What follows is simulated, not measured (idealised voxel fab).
process module | voxel air gaps
cross-section cut | 270 nm wide | cells 5 nm
A cross-section is a grid of square cells, given in bands from the top down. A band is one or more rows of cells.
Each band's line starts with the height of the band's top and of its bottom, in nm. Then come its materials from left to right, each with its width in nm. One material with "throughout" fills the band from edge to edge. "air" is empty space.
Height 0 is the level under which the wafer as received is all one material. The lowest band goes on downwards, as in "0 down".
A width such as "30 to 40" changes by the same amount from each row of cells to the next, from the band's top row to its bottom row.
"no change" after a step means that no cell of the cross-section changed.
closed voids: empty space of 8 cells or more with no open way to the top, each as width x height at its distance from the left edge, in nm
after a step's settings: what the simulator itself notes on the step
overlay nm, on a step with a mask: how far to the right of its planned place the mask lay; to the left if negative
plan
1 op RECEIVE | material Si
2 op CONFORMAL_DEP | material SiO2 | thk nm 10
3 op CONFORMAL_DEP | material SiN | thk nm 5
4 op DIRECTIONAL_DEP | material SiO2 | thk nm 35
5 op MASKED_ETCH | tone open | mask id LINES | width nm 20 | pitch nm 45 | etch materials SiO2 | depth nm 35 | overlay nm 0
6 op CONFORMAL_DEP | material TiN | thk nm 5
7 op FILL_DEP | material W | thk nm 5
8 op CMP | height nm 50
9 op EPI | material Ru | thk nm 10
10 op SELECTIVE_ETCH | etch materials SiO2 | depth nm 45
11 op CONFORMAL_DEP | material SiCN | thk nm 5
as received, after step 1
  0 down: Si throughout
  closed voids: none
a wafer at the end: this start, this plan, one mistake
  65 to 60: air 45 | SiCN 40 | air 5 | SiCN 40 | air 5 | SiCN 40 | air 5 | SiCN 40 | air 50
  60 to 50: air 45 | SiCN 5 | Ru 30 | SiCN 5 | air 5 | SiCN 5 | Ru 30 | SiCN 5 | air 5 | SiCN 5 | Ru 30 | SiCN 5 | air 5 | SiCN 5 | Ru 30 | SiCN 5 | air 50
  50 to 45: air 45 | SiCN 15 | W 10 | SiCN 15 | air 5 | SiCN 15 | W 10 | SiCN 15 | air 5 | SiCN 15 | W 10 | SiCN 15 | air 5 | SiCN 15 | W 10 | SiCN 15 | air 50
  45 to 20: air 50 | SiCN 10 | W 10 | SiCN 10 | air 15 | SiCN 10 | W 10 | SiCN 10 | air 15 | SiCN 10 | W 10 | SiCN 10 | air 15 | SiCN 10 | W 10 | SiCN 10 | air 55
  20 to 15: SiCN throughout
  15 to 10: SiN throughout
  10 to 0: SiO2 throughout
  0 down: Si throughout
  closed voids: none
what went wrong: step 6 ran as: op CONFORMAL_DEP | material SiCN | thk nm 5
